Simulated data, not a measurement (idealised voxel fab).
process module | voxel trench capacitor
cross-section cut | 165 nm wide | cells 5 nm
A cross-section is a grid of square cells, given in bands from the top down. A band is one or more rows of cells.
Each band's line starts with the height of the band's top and of its bottom, in nm. Then come its materials from left to right, each with its width in nm. One material with "throughout" fills the band from edge to edge. "air" is empty space.
Height 0 is the level under which the wafer as received is all one material. The lowest band goes on downwards, as in "0 down".
A width such as "30 to 40" changes by the same amount from each row of cells to the next, from the band's top row to its bottom row.
"no change" after a step means that no cell of the cross-section changed.
closed voids: empty space of 8 cells or more with no open way to the top, each as width x height at its distance from the left edge, in nm
after a step's settings: what the simulator itself notes on the step
overlay nm, on a step with a mask: how far to the right of its planned place the mask lay; to the left if negative
plan
1 op RECEIVE | material Si
2 op CONFORMAL_DEP | material SiN | thk nm 10
3 op MASKED_ETCH | tone open | mask id TRENCH | width nm 30 | pitch nm 50 | etch materials SiN | depth nm 10 | overlay nm 0
4 op MASKED_ETCH | tone open | mask id TRENCH | width nm 30 | pitch nm 50 | etch materials Si | depth nm 25 | overlay nm 0
5 op CONFORMAL_DEP | material Al2O3 | thk nm 5
6 op CONFORMAL_DEP | material TiN | thk nm 5
7 op FILL_DEP | material W | thk nm 10
8 op CMP | height nm 10
as received, after step 1
  0 down: Si throughout
  closed voids: none
first wafer at the end, as planned
  10 to 0: SiN 15 | Al2O3 5 | TiN 5 | W 10 | TiN 5 | Al2O3 5 | SiN 20 | Al2O3 5 | TiN 5 | W 10 | TiN 5 | Al2O3 5 | SiN 20 | Al2O3 5 | TiN 5 | W 10 | TiN 5 | Al2O3 5 | SiN 20
  0 to -15: Si 15 | Al2O3 5 | TiN 5 | W 10 | TiN 5 | Al2O3 5 | Si 20 | Al2O3 5 | TiN 5 | W 10 | TiN 5 | Al2O3 5 | Si 20 | Al2O3 5 | TiN 5 | W 10 | TiN 5 | Al2O3 5 | Si 20
  -15 to -20: Si 15 | Al2O3 5 | TiN 20 | Al2O3 5 | Si 20 | Al2O3 5 | TiN 20 | Al2O3 5 | Si 20 | Al2O3 5 | TiN 20 | Al2O3 5 | Si 20
  -20 to -25: Si 15 | Al2O3 30 | Si 20 | Al2O3 30 | Si 20 | Al2O3 30 | Si 20
  -25 down: Si throughout
  closed voids: none
second wafer at the end: like start, like plan, one mistake
  10 to 0: SiN 15 | TiN 5 | Al2O3 5 | W 10 | Al2O3 5 | TiN 5 | SiN 20 | TiN 5 | Al2O3 5 | W 10 | Al2O3 5 | TiN 5 | SiN 20 | TiN 5 | Al2O3 5 | W 10 | Al2O3 5 | TiN 5 | SiN 20
  0 to -15: Si 15 | TiN 5 | Al2O3 5 | W 10 | Al2O3 5 | TiN 5 | Si 20 | TiN 5 | Al2O3 5 | W 10 | Al2O3 5 | TiN 5 | Si 20 | TiN 5 | Al2O3 5 | W 10 | Al2O3 5 | TiN 5 | Si 20
  -15 to -20: Si 15 | TiN 5 | Al2O3 20 | TiN 5 | Si 20 | TiN 5 | Al2O3 20 | TiN 5 | Si 20 | TiN 5 | Al2O3 20 | TiN 5 | Si 20
  -20 to -25: Si 15 | TiN 30 | Si 20 | TiN 30 | Si 20 | TiN 30 | Si 20
  -25 down: Si throughout
  closed voids: none
what went wrong: steps 5 and 6 were swapped
at the end the second wafer has, in cells: 12 fewer of Al2O3 | 12 more of TiN
